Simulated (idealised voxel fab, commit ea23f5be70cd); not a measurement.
Name of the process module below: voxel gate over fins
The cross-section on display is named cut; it measures 240 nm wide, and its cells are 5 nm squares.
A cross-section is written here as square cells arranged in a grid, and it is given in bands from the top down, each band taking up one or more rows of cells. Within each band entry, the heights of the top and of the bottom of the band appear first, in that order and in nm; the materials of the band then follow from left to right, each with its corresponding width in nm. The designation "everywhere" on a single material indicates that it fills the band from edge to edge; the designation "air" indicates empty space. All heights in this document are referenced to 0, defined as the level beneath which the wafer, as received, consists entirely of one material. The lowest band is not bounded below; it extends indefinitely downward and is written in the form "from 0 down". Per-row width for "30->40": begins at first number (top row of band), ends at second number (bottom row), increment between rows held constant. "left unchanged" after a step means that no cell of the cross-section changed. Any empty space of 8 cells or more lacking an open way to the top shows up in "Closed void entries" as width x height at distance, distance from the left edge, in nm. Heads up: the bit after the settings on a step's line is the simulator's remark on that step. The line of a step may include "overlay nm". On a step with a mask, this value is how far to the right of its planned place the mask lay. A negative value means the mask lay to the left.
-- Process steps (planned)
1. RECEIVE (material Si)
2. CONFORMAL_DEP (material SiN; thk nm 5)
3. PATTERN (tone cover; mask id FINS; material resist; width nm 15; pitch nm 40; thk nm 15; overlay nm 0)
4. DIRECTIONAL_ETCH (etch materials SiN; depth nm 5)
5. DIRECTIONAL_ETCH (etch materials Si; depth nm 30)
6. STRIP (etch materials resist)
7. OXIDIZE (depth nm 5)
8. FILL_DEP (material SiO2; thk nm 15)
9. CMP (height nm 5)
10. SELECTIVE_ETCH (etch materials SiO2; depth nm 15)
11. STRIP (etch materials SiN)
12. CONFORMAL_DEP (material HfO2; thk nm 5)
13. CONFORMAL_DEP (material TiN; thk nm 5)
14. FILL_DEP (material W; thk nm 10)
15. CMP (height nm 15)
16. CONFORMAL_DEP (material SiN; thk nm 5)
The wafers in this document start out alike and differ in the thk nm applied at step 2; the plan shows the value used for the first wafer.
-- Cross-section: the first of several wafers in its as-received state, i.e. following step 1
> from 0 down: Si everywhere
> Closed void entries: none
-- Cross-section, first of several wafers, end of module, after last step 16
> from 20 to 15: SiN everywhere
> from 15 to 10: W everywhere
> from 10 to 5: W 45 nm  TiN 25 nm  W 15 nm  TiN 25 nm  W 15 nm  TiN 25 nm  W 15 nm  TiN 25 nm  W 50 nm
> from 5 to 0: W 45 nm  TiN 5 nm  HfO2 15 nm  TiN 5 nm  W 15 nm  TiN 5 nm  HfO2 15 nm  TiN 5 nm  W 15 nm  TiN 5 nm  HfO2 15 nm  TiN 5 nm  W 15 nm  TiN 5 nm  HfO2 15 nm  TiN 5 nm  W 50 nm
> from 0 to -5: TiN 50 nm  HfO2 5 nm  Si 5 nm  HfO2 5 nm  TiN 25 nm  HfO2 5 nm  Si 5 nm  HfO2 5 nm  TiN 25 nm  HfO2 5 nm  Si 5 nm  HfO2 5 nm  TiN 25 nm  HfO2 5 nm  Si 5 nm  HfO2 5 nm  TiN 55 nm
> from -5 to -10: HfO2 55 nm  Si 5 nm  HfO2 35 nm  Si 5 nm  HfO2 35 nm  Si 5 nm  HfO2 35 nm  Si 5 nm  HfO2 60 nm
> from -10 to -35: SiO2 55 nm  Si 5 nm  SiO2 35 nm  Si 5 nm  SiO2 35 nm  Si 5 nm  SiO2 35 nm  Si 5 nm  SiO2 60 nm
> from -35 down: Si everywhere
> Closed void entries: none
-- Cross-sectional view, end of module, last wafer of several
> from 20 to 15: SiN everywhere
> from 15 to 10: W everywhere
> from 10 to 5: TiN everywhere
> from 5 to 0: HfO2 everywhere
> from 0 down: Si everywhere
> Closed void entries: none
-- Note: the following table is arranged by wafer, a row apiece. Each row reports the end-of-module state: per material, cells gained (+) or cells lost (-) compared with the wafer as received; closed voids follow
thk nm 5, +64 HfO2, -308 Si, +48 SiN, +220 SiO2, +64 TiN, +104 W, Closed void entries: none
thk nm 10, +48 HfO2, +48 SiN, +48 TiN, +48 W, Closed void entries: none
thk nm 15, +48 HfO2, +48 SiN, +48 TiN, +48 W, Closed void entries: none
thk nm 20, +48 HfO2, +48 SiN, +48 TiN, +48 W, Closed void entries: none
